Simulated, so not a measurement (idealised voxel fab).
process module | voxel lift off
cross-section cut | 170 nm wide | cells 5 nm
A cross-section is a grid of square cells, given in bands from the top down. A band is one or more rows of cells.
Each band's line starts with the height of the band's top and of its bottom, in nm. Then come its materials from left to right, each with its width in nm. One material with "throughout" fills the band from edge to edge. "air" is empty space.
Height 0 is the level under which the wafer as received is all one material. The lowest band goes on downwards, as in "0 down".
A width such as "30 to 40" changes by the same amount from each row of cells to the next, from the band's top row to its bottom row.
"no change" after a step means that no cell of the cross-section changed.
closed voids: empty space of 8 cells or more with no open way to the top, each as width x height at its distance from the left edge, in nm
after a step's settings: what the simulator itself notes on the step
overlay nm, on a step with a mask: how far to the right of its planned place the mask lay; to the left if negative
Each pair below shows a cross-section before one step and the cross-section after it, down to the lowest band that changed. The line under each pair gives the step between them, with its settings. The pairs can come from different runs of this module on the same starting wafer, so a pair continues from the pair above only where its "before" says so.
before
  0 down: Si throughout
  closed voids: none
after
  5 to 0: SiO2 throughout
  below 0: unchanged
  closed voids: none
the step between: op CONFORMAL_DEP | material SiO2 | thk nm 5
before: the cross-section after the pair above
after
  30 to 5: resist 40 | air 30 | resist 30 | air 30 | resist 40
  below 5: unchanged
  closed voids: none
the step between: op PATTERN | tone open | mask id LINES | material resist | width nm 30 | pitch nm 60 | thk nm 25 | overlay nm 0
before: the cross-section after the pair above
after
  45 to 30: Ru 40 | air 30 | Ru 30 | air 30 | Ru 40
  30 to 20: resist 40 | air 30 | resist 30 | air 30 | resist 40
  20 to 5: resist 40 | Ru 30 | resist 30 | Ru 30 | resist 40
  below 5: unchanged
  closed voids: none
the step between: op DIRECTIONAL_DEP | material Ru | thk nm 15
before: the cross-section after the pair above
after
  20 to 5: air 40 | Ru 30 | air 30 | Ru 30 | air 40
  below 5: unchanged
  closed voids: none
the step between: op STRIP | etch materials resist
before: the cross-section after the pair above
after
  25 to 20: air 35 | SiCN 40 | air 20 | SiCN 40 | air 35
  20 to 10: air 35 | SiCN 5 | Ru 30 | SiCN 5 | air 20 | SiCN 5 | Ru 30 | SiCN 5 | air 35
  10 to 5: SiCN 40 | Ru 30 | SiCN 30 | Ru 30 | SiCN 40
  below 5: unchanged
  closed voids: none
the step between: op CONFORMAL_DEP | material SiCN | thk nm 5
before
  0 down: Si throughout
  closed voids: none
after
  25 to 0: resist 40 | air 30 | resist 30 | air 30 | resist 40
  below 0: unchanged
  closed voids: none
the step between: op PATTERN | tone open | mask id LINES | material resist | width nm 30 | pitch nm 60 | thk nm 25 | overlay nm 0
before: the cross-section after the pair above
after
  40 to 25: Ru 40 | air 30 | Ru 30 | air 30 | Ru 40
  25 to 15: resist 40 | air 30 | resist 30 | air 30 | resist 40
  15 to 0: resist 40 | Ru 30 | resist 30 | Ru 30 | resist 40
  below 0: unchanged
  closed voids: none
the step between: op DIRECTIONAL_DEP | material Ru | thk nm 15
before: the cross-section after the pair above
after
  15 to 0: air 40 | Ru 30 | air 30 | Ru 30 | air 40
  below 0: unchanged
  closed voids: none
the step between: op STRIP | etch materials resist
before: the cross-section after the pair above
after
  20 to 15: air 35 | SiCN 40 | air 20 | SiCN 40 | air 35
  15 to 5: air 35 | SiCN 5 | Ru 30 | SiCN 5 | air 20 | SiCN 5 | Ru 30 | SiCN 5 | air 35
  5 to 0: SiCN 40 | Ru 30 | SiCN 30 | Ru 30 | SiCN 40
  below 0: unchanged
  closed voids: none
the step between: op CONFORMAL_DEP | material SiCN | thk nm 5
before
  30 to 5: resist 40 | air 30 | resist 30 | air 30 | resist 40
  5 to 0: SiO2 throughout
  0 down: Si throughout
  closed voids: none
after
  50 to 30: Ru 40 | air 30 | Ru 30 | air 30 | Ru 40
  30 to 25: resist 40 | air 30 | resist 30 | air 30 | resist 40
  25 to 5: resist 40 | Ru 30 | resist 30 | Ru 30 | resist 40
  below 5: unchanged
  closed voids: none
the step between: op DIRECTIONAL_DEP | material Ru | thk nm 20
before: the cross-section after the pair above
after
  25 to 5: air 40 | Ru 30 | air 30 | Ru 30 | air 40
  below 5: unchanged
  closed voids: none
the step between: op STRIP | etch materials resist
before: the cross-section after the pair above
after
  30 to 25: air 35 | SiCN 40 | air 20 | SiCN 40 | air 35
  25 to 10: air 35 | SiCN 5 | Ru 30 | SiCN 5 | air 20 | SiCN 5 | Ru 30 | SiCN 5 | air 35
  10 to 5: SiCN 40 | Ru 30 | SiCN 30 | Ru 30 | SiCN 40
  below 5: unchanged
  closed voids: none
the step between: op CONFORMAL_DEP | material SiCN | thk nm 5
before
  5 to 0: SiO2 throughout
  0 down: Si throughout
  closed voids: none
after
  30 to 5: resist 35 | air 40 | resist 20 | air 40 | resist 35
  below 5: unchanged
  closed voids: none
the step between: op PATTERN | tone open | mask id LINES | material resist | width nm 40 | pitch nm 60 | thk nm 25 | overlay nm 0
before: the cross-section after the pair above
after
  45 to 30: Ru 35 | air 40 | Ru 20 | air 40 | Ru 35
  30 to 20: resist 35 | air 40 | resist 20 | air 40 | resist 35
  20 to 5: resist 35 | Ru 40 | resist 20 | Ru 40 | resist 35
  below 5: unchanged
  closed voids: none
the step between: op DIRECTIONAL_DEP | material Ru | thk nm 15
before: the cross-section after the pair above
after
  20 to 5: air 35 | Ru 40 | air 20 | Ru 40 | air 35
  below 5: unchanged
  closed voids: none
the step between: op STRIP | etch materials resist
before: the cross-section after the pair above
after
  25 to 20: air 30 | SiCN 50 | air 10 | SiCN 50 | air 30
  20 to 10: air 30 | SiCN 5 | Ru 40 | SiCN 5 | air 10 | SiCN 5 | Ru 40 | SiCN 5 | air 30
  10 to 5: SiCN 35 | Ru 40 | SiCN 20 | Ru 40 | SiCN 35
  below 5: unchanged
  closed voids: none
the step between: op CONFORMAL_DEP | material SiCN | thk nm 5
before
  5 to 0: SiO2 throughout
  0 down: Si throughout
  closed voids: none
after
  30 to 5: resist 45 | air 30 | resist 30 | air 30 | resist 35
  below 5: unchanged
  closed voids: none
the step between: op PATTERN | tone open | mask id LINES | material resist | width nm 30 | pitch nm 60 | thk nm 25 | overlay nm 5
before: the cross-section after the pair above
after
  45 to 30: Ru 45 | air 30 | Ru 30 | air 30 | Ru 35
  30 to 20: resist 45 | air 30 | resist 30 | air 30 | resist 35
  20 to 5: resist 45 | Ru 30 | resist 30 | Ru 30 | resist 35
  below 5: unchanged
  closed voids: none
the step between: op DIRECTIONAL_DEP | material Ru | thk nm 15
before: the cross-section after the pair above
after
  20 to 5: air 45 | Ru 30 | air 30 | Ru 30 | air 35
  below 5: unchanged
  closed voids: none
the step between: op STRIP | etch materials resist
before: the cross-section after the pair above
after
  25 to 20: air 40 | SiCN 40 | air 20 | SiCN 40 | air 30
  20 to 10: air 40 | SiCN 5 | Ru 30 | SiCN 5 | air 20 | SiCN 5 | Ru 30 | SiCN 5 | air 30
  10 to 5: SiCN 45 | Ru 30 | SiCN 30 | Ru 30 | SiCN 35
  below 5: unchanged
  closed voids: none
the step between: op CONFORMAL_DEP | material SiCN | thk nm 5
before
  20 to 5: air 40 | Ru 30 | air 30 | Ru 30 | air 40
  5 to 0: SiO2 throughout
  0 down: Si throughout
  closed voids: none
after
  25 to 10: air 35 | Ru 40 | air 20 | Ru 40 | air 35
  10 to 5: Ru throughout
  below 5: unchanged
  closed voids: none
the step between: op CONFORMAL_DEP | material Ru | thk nm 5
before
  5 to 0: SiO2 throughout
  0 down: Si throughout
  closed voids: none
after
  30 to 5: air 40 | resist 30 | air 30 | resist 30 | air 40
  below 5: unchanged
  closed voids: none
the step between: op PATTERN | tone cover | mask id LINES | material resist | width nm 30 | pitch nm 60 | thk nm 25 | overlay nm 0
before: the cross-section after the pair above
after
  45 to 30: air 40 | Ru 30 | air 30 | Ru 30 | air 40
  30 to 20: air 40 | resist 30 | air 30 | resist 30 | air 40
  20 to 5: Ru 40 | resist 30 | Ru 30 | resist 30 | Ru 40
  below 5: unchanged
  closed voids: none
the step between: op DIRECTIONAL_DEP | material Ru | thk nm 15
before: the cross-section after the pair above
after
  20 to 5: Ru 40 | air 30 | Ru 30 | air 30 | Ru 40
  below 5: unchanged
  closed voids: none
the step between: op STRIP | etch materials resist
before: the cross-section after the pair above
after
  25 to 20: SiCN 45 | air 20 | SiCN 40 | air 20 | SiCN 45
  20 to 10: Ru 40 | SiCN 5 | air 20 | SiCN 5 | Ru 30 | SiCN 5 | air 20 | SiCN 5 | Ru 40
  10 to 5: Ru 40 | SiCN 30 | Ru 30 | SiCN 30 | Ru 40
  below 5: unchanged
  closed voids: none
the step between: op CONFORMAL_DEP | material SiCN | thk nm 5
